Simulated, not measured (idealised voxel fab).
process module | voxel wiring stack
Cross-section cut spans 245 nm and uses square cells 5 nm in size.
How to read a cross-section here: the picture is a grid of square cells, written as bands going from the top down, and any band can span one or more rows of cells. In this notation a band is specified by the heights of its top and bottom, in that order and in nm, after which its materials appear from left to right, each paired with its width in nm. The word "throughout" attached to a single material means that material fills the band from edge to edge; the word "blank" stands for empty space. Height datum 0, below which the as-received substrate wafer is one material. Lowest band open at the bottom, running downward: "z 0 and below". The notation "30 to 40" denotes a width that varies across the rows of cells in the band, beginning at the first number in the top row, finishing at the second number in the bottom row, and changing by an identical amount from each row to the next. Where a step carries "no change occurred", the cross-section came out of it unchanged, cell for cell. "Fully sealed cavities": sealed empty spaces, 8 cells or more, no open way to top, listed width x height at distance, with distance from the left edge and width, height and distance in nm. On a step's line, text after the settings is the simulator commenting on that step. "overlay nm" answers the question of how far to the right of plan the mask lay on a step that has a mask, and when it is negative the answer is to the left.

The steps planned for the process are as follows:
1) RECEIVE [material Si]
2) CONFORMAL_DEP [material SiO2] [thk nm 15]
3) CONFORMAL_DEP [material SiN] [thk nm 5]
4) DIRECTIONAL_DEP [material SiO2] [thk nm 20]
5) PATTERN [tone open] [mask id METAL_1] [material resist] [width nm 30] [pitch nm 50] [thk nm 15] [overlay nm 0]
6) DIRECTIONAL_ETCH [etch materials SiO2] [depth nm 20]
7) DIRECTIONAL_ETCH [etch materials SiN] [depth nm 5]
8) STRIP [etch materials resist]
9) CONFORMAL_DEP [material TiN] [thk nm 5]
10) FILL_DEP [material W] [thk nm 10]
11) CMP [height nm 40]
12) CONFORMAL_DEP [material SiCN] [thk nm 5]
13) DIRECTIONAL_DEP [material SiO2] [thk nm 20]
14) DIRECTIONAL_DEP [material aC] [thk nm 15]
15) PATTERN [tone open] [mask id PLUG_1] [material resist] [width nm 15] [pitch nm 50] [thk nm 30] [overlay nm 0]
16) DIRECTIONAL_ETCH [etch materials aC] [depth nm 15]
17) STRIP [etch materials resist]
18) DIRECTIONAL_ETCH [etch materials SiO2] [depth nm 20]
19) DIRECTIONAL_ETCH [etch materials SiCN] [depth nm 5]
20) STRIP [etch materials aC]
21) CONFORMAL_DEP [material TiN] [thk nm 5]
22) FILL_DEP [material Cu] [thk nm 5]
23) CMP [height nm 65]
24) DIRECTIONAL_DEP [material TiN] [thk nm 5]
25) DIRECTIONAL_DEP [material Ru] [thk nm 15]
26) MASKED_ETCH [tone cover] [mask id METAL_2] [width nm 30] [pitch nm 50] [etch materials Ru] [depth nm 15] [overlay nm 0]
27) MASKED_ETCH [tone cover] [mask id METAL_2] [width nm 30] [pitch nm 50] [etch materials TiN] [depth nm 5] [overlay nm 0]
28) FILL_DEP [material SiO2] [thk nm 10]
29) CMP [height nm 85]
30) CONFORMAL_DEP [material SiCN] [thk nm 5]
31) DIRECTIONAL_DEP [material lowk] [thk nm 10]
32) MASKED_ETCH [tone open] [mask id PLUG_2] [width nm 15] [pitch nm 50] [etch materials lowk] [depth nm 10] [overlay nm 0]
33) MASKED_ETCH [tone open] [mask id PLUG_2] [width nm 15] [pitch nm 50] [etch materials SiCN] [depth nm 5] [overlay nm 0]
34) EPI [material Ru] [thk nm 10]
35) EPI [material Ru] [thk nm 5]
36) DIRECTIONAL_DEP [material TiN] [thk nm 5]
37) DIRECTIONAL_DEP [material W] [thk nm 20]
38) PATTERN [tone cover] [mask id METAL_3] [material resist] [width nm 30] [pitch nm 50] [thk nm 15] [overlay nm 0]
39) DIRECTIONAL_ETCH [etch materials W] [depth nm 20]
40) DIRECTIONAL_ETCH [etch materials TiN] [depth nm 5]
41) STRIP [etch materials resist]
42) CONFORMAL_DEP [material SiCN] [thk nm 5]
43) FILL_DEP [material SiO2] [thk nm 5]
44) CMP [height nm 125]
45) CONFORMAL_DEP [material SiN] [thk nm 5]

First out of two wafers; run went to plan:

Wafer cross-section on receipt, i.e. after step 1:
* z 0 and below = Si throughout
* Fully sealed cavities: none

Presented here is a cross-section of the wafer after step 2 has been performed:
* z 15 to 0 = SiO2 throughout
* Below 0 it's all the same as before, nothing changed down there.

Presented here is a cross-section of the wafer after step 3 has been performed:
* z 20 to 15 = SiN throughout
* Below 15 it's all the same as before, nothing changed down there.

Presented here is a cross-section of the wafer after step 4 has been performed:
* z 40 to 20 = SiO2 throughout
* Below 20 it's all the same as before, nothing changed down there.

Presented here is a cross-section of the wafer after step 5 has been performed:
* z 55 to 40 = resist 55, blank 30, resist 20, blank 30, resist 20, blank 30, resist 60
* Below 40 it's all the same as before, nothing changed down there.

Presented here is a cross-section of the wafer after step 6 has been performed:
* z 55 to 40 = resist 55, blank 30, resist 20, blank 30, resist 20, blank 30, resist 60
* z 40 to 20 = SiO2 55, blank 30, SiO2 20, blank 30, SiO2 20, blank 30, SiO2 60
* Below 20 it's all the same as before, nothing changed down there.

Presented here is a cross-section of the wafer after step 7 has been performed:
* z 55 to 40 = resist 55, blank 30, resist 20, blank 30, resist 20, blank 30, resist 60
* z 40 to 20 = SiO2 55, blank 30, SiO2 20, blank 30, SiO2 20, blank 30, SiO2 60
* z 20 to 15 = SiN 55, blank 30, SiN 20, blank 30, SiN 20, blank 30, SiN 60
* Below 15 it's all the same as before, nothing changed down there.

Presented here is a cross-section of the wafer after step 8 has been performed:
* z 40 to 20 = SiO2 55, blank 30, SiO2 20, blank 30, SiO2 20, blank 30, SiO2 60
* Below 20 it's all the same as before, nothing changed down there.

Presented here is a cross-section of the wafer after step 9 has been performed:
* z 45 to 40 = TiN 60, blank 20, TiN 30, blank 20, TiN 30, blank 20, TiN 65
* z 40 to 20 = SiO2 55, TiN 5, blank 20, TiN 5, SiO2 20, TiN 5, blank 20, TiN 5, SiO2 20, TiN 5, blank 20, TiN 5, SiO2 60
* z 20 to 15 = SiN 55, TiN 30, SiN 20, TiN 30, SiN 20, TiN 30, SiN 60
* Below 15 it's all the same as before, nothing changed down there.

Presented here is a cross-section of the wafer after step 10 has been performed:
* z 55 to 45 = W throughout
* z 45 to 40 = TiN 60, W 20, TiN 30, W 20, TiN 30, W 20, TiN 65
* z 40 to 20 = SiO2 55, TiN 5, W 20, TiN 5, SiO2 20, TiN 5, W 20, TiN 5, SiO2 20, TiN 5, W 20, TiN 5, SiO2 60
* Below 20 it's all the same as before, nothing changed down there.

Presented here is a cross-section of the wafer after step 11 has been performed:
* z 40 to 20 = SiO2 55, TiN 5, W 20, TiN 5, SiO2 20, TiN 5, W 20, TiN 5, SiO2 20, TiN 5, W 20, TiN 5, SiO2 60
* Below 20 it's all the same as before, nothing changed down there.

Presented here is a cross-section of the wafer after step 12 has been performed:
* z 45 to 40 = SiCN throughout
* Below 40 it's all the same as before, nothing changed down there.

Presented here is a cross-section of the wafer after step 13 has been performed:
* z 65 to 45 = SiO2 throughout
* Below 45 it's all the same as before, nothing changed down there.

Presented here is a cross-section of the wafer after step 14 has been performed:
* z 80 to 65 = aC throughout
* Below 65 it's all the same as before, nothing changed down there.

Presented here is a cross-section of the wafer after step 15 has been performed:
* z 110 to 80 = resist 55, blank 15, resist 35, blank 15, resist 35, blank 15, resist 75
* Below 80 it's all the same as before, nothing changed down there.

Presented here is a cross-section of the wafer after step 16 has been performed:
* z 95 to 80 = resist 55, blank 15, resist 35, blank 15, resist 35, blank 15, resist 75
* z 80 to 65 = aC 55, blank 15, aC 35, blank 15, aC 35, blank 15, aC 75
* Below 65 it's all the same as before, nothing changed down there.

Presented here is a cross-section of the wafer after step 17 has been performed:
* z 80 to 65 = aC 55, blank 15, aC 35, blank 15, aC 35, blank 15, aC 75
* Below 65 it's all the same as before, nothing changed down there.

Presented here is a cross-section of the wafer after step 18 has been performed:
* z 80 to 65 = aC 55, blank 15, aC 35, blank 15, aC 35, blank 15, aC 75
* z 65 to 45 = SiO2 55, blank 15, SiO2 35, blank 15, SiO2 35, blank 15, SiO2 75
* Below 45 it's all the same as before, nothing changed down there.

Presented here is a cross-section of the wafer after step 19 has been performed:
* z 80 to 65 = aC 55, blank 15, aC 35, blank 15, aC 35, blank 15, aC 75
* z 65 to 45 = SiO2 55, blank 15, SiO2 35, blank 15, SiO2 35, blank 15, SiO2 75
* z 45 to 40 = SiCN 55, blank 15, SiCN 35, blank 15, SiCN 35, blank 15, SiCN 75
* Below 40 it's all the same as before, nothing changed down there.

Presented here is a cross-section of the wafer after step 20 has been performed:
* z 65 to 45 = SiO2 55, blank 15, SiO2 35, blank 15, SiO2 35, blank 15, SiO2 75
* Below 45 it's all the same as before, nothing changed down there.

Presented here is a cross-section of the wafer after step 21 has been performed:
* z 70 to 65 = TiN 60, blank 5, TiN 45, blank 5, TiN 45, blank 5, TiN 80
* z 65 to 45 = SiO2 55, TiN 5, blank 5, TiN 5, SiO2 35, TiN 5, blank 5, TiN 5, SiO2 35, TiN 5, blank 5, TiN 5, SiO2 75
* z 45 to 40 = SiCN 55, TiN 15, SiCN 35, TiN 15, SiCN 35, TiN 15, SiCN 75
* Below 40 it's all the same as before, nothing changed down there.

Presented here is a cross-section of the wafer after step 22 has been performed:
* z 75 to 70 = Cu throughout
* z 70 to 65 = TiN 60, Cu 5, TiN 45, Cu 5, TiN 45, Cu 5, TiN 80
* z 65 to 45 = SiO2 55, TiN 5, Cu 5, TiN 5, SiO2 35, TiN 5, Cu 5, TiN 5, SiO2 35, TiN 5, Cu 5, TiN 5, SiO2 75
* Below 45 it's all the same as before, nothing changed down there.

Presented here is a cross-section of the wafer after step 23 has been performed:
* z 65 to 45 = SiO2 55, TiN 5, Cu 5, TiN 5, SiO2 35, TiN 5, Cu 5, TiN 5, SiO2 35, TiN 5, Cu 5, TiN 5, SiO2 75
* Below 45 it's all the same as before, nothing changed down there.

Presented here is a cross-section of the wafer after step 24 has been performed:
* z 70 to 65 = TiN throughout
* Below 65 it's all the same as before, nothing changed down there.

Presented here is a cross-section of the wafer after step 25 has been performed:
* z 85 to 70 = Ru throughout
* Below 70 it's all the same as before, nothing changed down there.

Presented here is a cross-section of the wafer after step 26 has been performed:
* z 85 to 70 = blank 55, Ru 30, blank 20, Ru 30, blank 20, Ru 30, blank 60
* Below 70 it's all the same as before, nothing changed down there.

Presented here is a cross-section of the wafer after step 27 has been performed:
* z 85 to 70 = blank 55, Ru 30, blank 20, Ru 30, blank 20, Ru 30, blank 60
* z 70 to 65 = blank 55, TiN 30, blank 20, TiN 30, blank 20, TiN 30, blank 60
* Below 65 it's all the same as before, nothing changed down there.

Presented here is a cross-section of the wafer after step 28 has been performed:
* z 95 to 85 = SiO2 throughout
* z 85 to 70 = SiO2 55, Ru 30, SiO2 20, Ru 30, SiO2 20, Ru 30, SiO2 60
* z 70 to 65 = SiO2 55, TiN 30, SiO2 20, TiN 30, SiO2 20, TiN 30, SiO2 60
* Below 65 it's all the same as before, nothing changed down there.

Presented here is a cross-section of the wafer after step 29 has been performed:
* z 85 to 70 = SiO2 55, Ru 30, SiO2 20, Ru 30, SiO2 20, Ru 30, SiO2 60
* Below 70 it's all the same as before, nothing changed down there.

Presented here is a cross-section of the wafer after step 30 has been performed:
* z 90 to 85 = SiCN throughout
* Below 85 it's all the same as before, nothing changed down there.

Presented here is a cross-section of the wafer after step 31 has been performed:
* z 100 to 90 = lowk throughout
* Below 90 it's all the same as before, nothing changed down there.

Presented here is a cross-section of the wafer after step 32 has been performed:
* z 100 to 90 = lowk 55, blank 15, lowk 35, blank 15, lowk 35, blank 15, lowk 75
* Below 90 it's all the same as before, nothing changed down there.

Presented here is a cross-section of the wafer after step 33 has been performed:
* z 100 to 90 = lowk 55, blank 15, lowk 35, blank 15, lowk 35, blank 15, lowk 75
* z 90 to 85 = SiCN 55, blank 15, SiCN 35, blank 15, SiCN 35, blank 15, SiCN 75
* Below 85 it's all the same as before, nothing changed down there.

Presented here is a cross-section of the wafer after step 34 has been performed:
* z 100 to 95 = lowk 55, blank 15, lowk 35, blank 15, lowk 35, blank 15, lowk 75
* z 95 to 90 = lowk 55, Ru 15, lowk 35, Ru 15, lowk 35, Ru 15, lowk 75
* z 90 to 85 = SiCN 55, Ru 15, SiCN 35, Ru 15, SiCN 35, Ru 15, SiCN 75
* Below 85 it's all the same as before, nothing changed down there.

Presented here is a cross-section of the wafer after step 35 has been performed:
* z 100 to 90 = lowk 55, Ru 15, lowk 35, Ru 15, lowk 35, Ru 15, lowk 75
* Below 90 it's all the same as before, nothing changed down there.

Presented here is a cross-section of the wafer after step 36 has been performed:
* z 105 to 100 = TiN throughout
* Below 100 it's all the same as before, nothing changed down there.

Presented here is a cross-section of the wafer after step 37 has been performed:
* z 125 to 105 = W throughout
* Below 105 it's all the same as before, nothing changed down there.

Presented here is a cross-section of the wafer after step 38 has been performed:
* z 140 to 125 = blank 55, resist 30, blank 20, resist 30, blank 20, resist 30, blank 60
* Below 125 it's all the same as before, nothing changed down there.

Presented here is a cross-section of the wafer after step 39 has been performed:
* z 140 to 125 = blank 55, resist 30, blank 20, resist 30, blank 20, resist 30, blank 60
* z 125 to 105 = blank 55, W 30, blank 20, W 30, blank 20, W 30, blank 60
* Below 105 it's all the same as before, nothing changed down there.

Presented here is a cross-section of the wafer after step 40 has been performed:
* z 140 to 125 = blank 55, resist 30, blank 20, resist 30, blank 20, resist 30, blank 60
* z 125 to 105 = blank 55, W 30, blank 20, W 30, blank 20, W 30, blank 60
* z 105 to 100 = blank 55, TiN 30, blank 20, TiN 30, blank 20, TiN 30, blank 60
* Below 100 it's all the same as before, nothing changed down there.

Presented here is a cross-section of the wafer after step 41 has been performed:
* z 125 to 105 = blank 55, W 30, blank 20, W 30, blank 20, W 30, blank 60
* Below 105 it's all the same as before, nothing changed down there.

Presented here is a cross-section of the wafer after step 42 has been performed:
* z 130 to 125 = blank 50, SiCN 40, blank 10, SiCN 40, blank 10, SiCN 40, blank 55
* z 125 to 105 = blank 50, SiCN 5, W 30, SiCN 5, blank 10, SiCN 5, W 30, SiCN 5, blank 10, SiCN 5, W 30, SiCN 5, blank 55
* z 105 to 100 = SiCN 55, TiN 30, SiCN 20, TiN 30, SiCN 20, TiN 30, SiCN 60
* Below 100 it's all the same as before, nothing changed down there.

Presented here is a cross-section of the wafer after step 43 has been performed:
* z 135 to 130 = SiO2 throughout
* z 130 to 125 = SiO2 50, SiCN 40, SiO2 10, SiCN 40, SiO2 10, SiCN 40, SiO2 55
* z 125 to 105 = SiO2 50, SiCN 5, W 30, SiCN 5, SiO2 10, SiCN 5, W 30, SiCN 5, SiO2 10, SiCN 5, W 30, SiCN 5, SiO2 55
* Below 105 it's all the same as before, nothing changed down there.

Presented here is a cross-section of the wafer after step 44 has been performed:
* z 125 to 105 = SiO2 50, SiCN 5, W 30, SiCN 5, SiO2 10, SiCN 5, W 30, SiCN 5, SiO2 10, SiCN 5, W 30, SiCN 5, SiO2 55
* Below 105 it's all the same as before, nothing changed down there.

Presented here is a cross-section of the wafer after step 45 has been performed:
* z 130 to 125 = SiN throughout
* Below 125 it's all the same as before, nothing changed down there.

Wafer two. Same start, same plan, one slip in execution. Same as wafer one through step 11, inclusive:

Cross-section of the second wafer at the time by which step 12 should have been completed according to the plan:
* z 55 to 40 = SiCN throughout
* Below 40 it's all the same as before, nothing changed down there.

Cross-section of the second wafer at the time by which step 13 should have been completed according to the plan:
* z 75 to 55 = SiO2 throughout
* Below 55 it's all the same as before, nothing changed down there.

Cross-section of the second wafer at the time by which step 14 should have been completed according to the plan:
* z 90 to 75 = aC throughout
* Below 75 it's all the same as before, nothing changed down there.

Cross-section of the second wafer at the time by which step 15 should have been completed according to the plan:
* z 120 to 90 = resist 55, blank 15, resist 35, blank 15, resist 35, blank 15, resist 75
* Below 90 it's all the same as before, nothing changed down there.

Cross-section of the second wafer at the time by which step 16 should have been completed according to the plan:
* z 105 to 90 = resist 55, blank 15, resist 35, blank 15, resist 35, blank 15, resist 75
* z 90 to 75 = aC 55, blank 15, aC 35, blank 15, aC 35, blank 15, aC 75
* Below 75 it's all the same as before, nothing changed down there.

Cross-section of the second wafer at the time by which step 17 should have been completed according to the plan:
* z 90 to 75 = aC 55, blank 15, aC 35, blank 15, aC 35, blank 15, aC 75
* Below 75 it's all the same as before, nothing changed down there.

Cross-section of the second wafer at the time by which step 18 should have been completed according to the plan:
* z 90 to 75 = aC 55, blank 15, aC 35, blank 15, aC 35, blank 15, aC 75
* z 75 to 55 = SiO2 55, blank 15, SiO2 35, blank 15, SiO2 35, blank 15, SiO2 75
* Below 55 it's all the same as before, nothing changed down there.

Cross-section of the second wafer at the time by which step 19 should have been completed according to the plan:
* z 90 to 75 = aC 55, blank 15, aC 35, blank 15, aC 35, blank 15, aC 75
* z 75 to 55 = SiO2 55, blank 15, SiO2 35, blank 15, SiO2 35, blank 15, SiO2 75
* z 55 to 50 = SiCN 55, blank 15, SiCN 35, blank 15, SiCN 35, blank 15, SiCN 75
* Below 50 it's all the same as before, nothing changed down there.

Cross-section of the second wafer at the time by which step 20 should have been completed according to the plan:
* z 75 to 55 = SiO2 55, blank 15, SiO2 35, blank 15, SiO2 35, blank 15, SiO2 75
* Below 55 it's all the same as before, nothing changed down there.

Cross-section of the second wafer at the time by which step 21 should have been completed according to the plan:
* z 80 to 75 = TiN 60, blank 5, TiN 45, blank 5, TiN 45, blank 5, TiN 80
* z 75 to 55 = SiO2 55, TiN 5, blank 5, TiN 5, SiO2 35, TiN 5, blank 5, TiN 5, SiO2 35, TiN 5, blank 5, TiN 5, SiO2 75
* z 55 to 50 = SiCN 55, TiN 15, SiCN 35, TiN 15, SiCN 35, TiN 15, SiCN 75
* Below 50 it's all the same as before, nothing changed down there.

Cross-section of the second wafer at the time by which step 22 should have been completed according to the plan:
* z 85 to 80 = Cu throughout
* z 80 to 75 = TiN 60, Cu 5, TiN 45, Cu 5, TiN 45, Cu 5, TiN 80
* z 75 to 55 = SiO2 55, TiN 5, Cu 5, TiN 5, SiO2 35, TiN 5, Cu 5, TiN 5, SiO2 35, TiN 5, Cu 5, TiN 5, SiO2 75
* Below 55 it's all the same as before, nothing changed down there.

Cross-section of the second wafer at the time by which step 23 should have been completed according to the plan:
* z 65 to 55 = SiO2 55, TiN 5, Cu 5, TiN 5, SiO2 35, TiN 5, Cu 5, TiN 5, SiO2 35, TiN 5, Cu 5, TiN 5, SiO2 75
* Below 55 it's all the same as before, nothing changed down there.

Cross-section of the second wafer at the time by which step 24 should have been completed according to the plan:
* z 70 to 65 = TiN throughout
* Below 65 it's all the same as before, nothing changed down there.

Cross-section of the second wafer at the time by which step 25 should have been completed according to the plan:
* z 85 to 70 = Ru throughout
* Below 70 it's all the same as before, nothing changed down there.

Cross-section of the second wafer at the time by which step 26 should have been completed according to the plan:
* z 85 to 70 = blank 55, Ru 30, blank 20, Ru 30, blank 20, Ru 30, blank 60
* Below 70 it's all the same as before, nothing changed down there.

Cross-section of the second wafer at the time by which step 27 should have been completed according to the plan:
* z 85 to 70 = blank 55, Ru 30, blank 20, Ru 30, blank 20, Ru 30, blank 60
* z 70 to 65 = blank 55, TiN 30, blank 20, TiN 30, blank 20, TiN 30, blank 60
* Below 65 it's all the same as before, nothing changed down there.

Cross-section of the second wafer at the time by which step 28 should have been completed according to the plan:
* z 95 to 85 = SiO2 throughout
* z 85 to 70 = SiO2 55, Ru 30, SiO2 20, Ru 30, SiO2 20, Ru 30, SiO2 60
* z 70 to 65 = SiO2 55, TiN 30, SiO2 20, TiN 30, SiO2 20, TiN 30, SiO2 60
* Below 65 it's all the same as before, nothing changed down there.

Cross-section of the second wafer at the time by which step 29 should have been completed according to the plan:
* z 85 to 70 = SiO2 55, Ru 30, SiO2 20, Ru 30, SiO2 20, Ru 30, SiO2 60
* Below 70 it's all the same as before, nothing changed down there.

Cross-section of the second wafer at the time by which step 30 should have been completed according to the plan:
* z 90 to 85 = SiCN throughout
* Below 85 it's all the same as before, nothing changed down there.

Cross-section of the second wafer at the time by which step 31 should have been completed according to the plan:
* z 100 to 90 = lowk throughout
* Below 90 it's all the same as before, nothing changed down there.

Cross-section of the second wafer at the time by which step 32 should have been completed according to the plan:
* z 100 to 90 = lowk 55, blank 15, lowk 35, blank 15, lowk 35, blank 15, lowk 75
* Below 90 it's all the same as before, nothing changed down there.

Cross-section of the second wafer at the time by which step 33 should have been completed according to the plan:
* z 100 to 90 = lowk 55, blank 15, lowk 35, blank 15, lowk 35, blank 15, lowk 75
* z 90 to 85 = SiCN 55, blank 15, SiCN 35, blank 15, SiCN 35, blank 15, SiCN 75
* Below 85 it's all the same as before, nothing changed down there.

Cross-section of the second wafer at the time by which step 34 should have been completed according to the plan:
* z 100 to 95 = lowk 55, blank 15, lowk 35, blank 15, lowk 35, blank 15, lowk 75
* z 95 to 90 = lowk 55, Ru 15, lowk 35, Ru 15, lowk 35, Ru 15, lowk 75
* z 90 to 85 = SiCN 55, Ru 15, SiCN 35, Ru 15, SiCN 35, Ru 15, SiCN 75
* Below 85 it's all the same as before, nothing changed down there.

Cross-section of the second wafer at the time by which step 35 should have been completed according to the plan:
* z 100 to 90 = lowk 55, Ru 15, lowk 35, Ru 15, lowk 35, Ru 15, lowk 75
* Below 90 it's all the same as before, nothing changed down there.

Cross-section of the second wafer at the time by which step 36 should have been completed according to the plan:
* z 105 to 100 = TiN throughout
* Below 100 it's all the same as before, nothing changed down there.

Cross-section of the second wafer at the time by which step 37 should have been completed according to the plan:
* z 125 to 105 = W throughout
* Below 105 it's all the same as before, nothing changed down there.

Cross-section of the second wafer at the time by which step 38 should have been completed according to the plan:
* z 140 to 125 = blank 55, resist 30, blank 20, resist 30, blank 20, resist 30, blank 60
* Below 125 it's all the same as before, nothing changed down there.

Cross-section of the second wafer at the time by which step 39 should have been completed according to the plan:
* z 140 to 125 = blank 55, resist 30, blank 20, resist 30, blank 20, resist 30, blank 60
* z 125 to 105 = blank 55, W 30, blank 20, W 30, blank 20, W 30, blank 60
* Below 105 it's all the same as before, nothing changed down there.

Cross-section of the second wafer at the time by which step 40 should have been completed according to the plan:
* z 140 to 125 = blank 55, resist 30, blank 20, resist 30, blank 20, resist 30, blank 60
* z 125 to 105 = blank 55, W 30, blank 20, W 30, blank 20, W 30, blank 60
* z 105 to 100 = blank 55, TiN 30, blank 20, TiN 30, blank 20, TiN 30, blank 60
* Below 100 it's all the same as before, nothing changed down there.

Cross-section of the second wafer at the time by which step 41 should have been completed according to the plan:
* z 125 to 105 = blank 55, W 30, blank 20, W 30, blank 20, W 30, blank 60
* Below 105 it's all the same as before, nothing changed down there.

Cross-section of the second wafer at the time by which step 42 should have been completed according to the plan:
* z 130 to 125 = blank 50, SiCN 40, blank 10, SiCN 40, blank 10, SiCN 40, blank 55
* z 125 to 105 = blank 50, SiCN 5, W 30, SiCN 5, blank 10, SiCN 5, W 30, SiCN 5, blank 10, SiCN 5, W 30, SiCN 5, blank 55
* z 105 to 100 = SiCN 55, TiN 30, SiCN 20, TiN 30, SiCN 20, TiN 30, SiCN 60
* Below 100 it's all the same as before, nothing changed down there.

Cross-section of the second wafer at the time by which step 43 should have been completed according to the plan:
* z 135 to 130 = SiO2 throughout
* z 130 to 125 = SiO2 50, SiCN 40, SiO2 10, SiCN 40, SiO2 10, SiCN 40, SiO2 55
* z 125 to 105 = SiO2 50, SiCN 5, W 30, SiCN 5, SiO2 10, SiCN 5, W 30, SiCN 5, SiO2 10, SiCN 5, W 30, SiCN 5, SiO2 55
* Below 105 it's all the same as before, nothing changed down there.

Cross-section of the second wafer at the time by which step 44 should have been completed according to the plan:
* z 125 to 105 = SiO2 50, SiCN 5, W 30, SiCN 5, SiO2 10, SiCN 5, W 30, SiCN 5, SiO2 10, SiCN 5, W 30, SiCN 5, SiO2 55
* Below 105 it's all the same as before, nothing changed down there.

Cross-section of the second wafer at the time by which step 45 should have been completed according to the plan:
* z 130 to 125 = SiN throughout
* Below 125 it's all the same as before, nothing changed down there.
What broke from the plan during processing? step 12 ran differently from the plan; actual operation with settings: CONFORMAL_DEP [material SiCN] [thk nm 15]
FYI, end of process, the second wafer has more or fewer cells of some materials than the first: Cu -6, SiCN +98, SiO2 -80, TiN -12
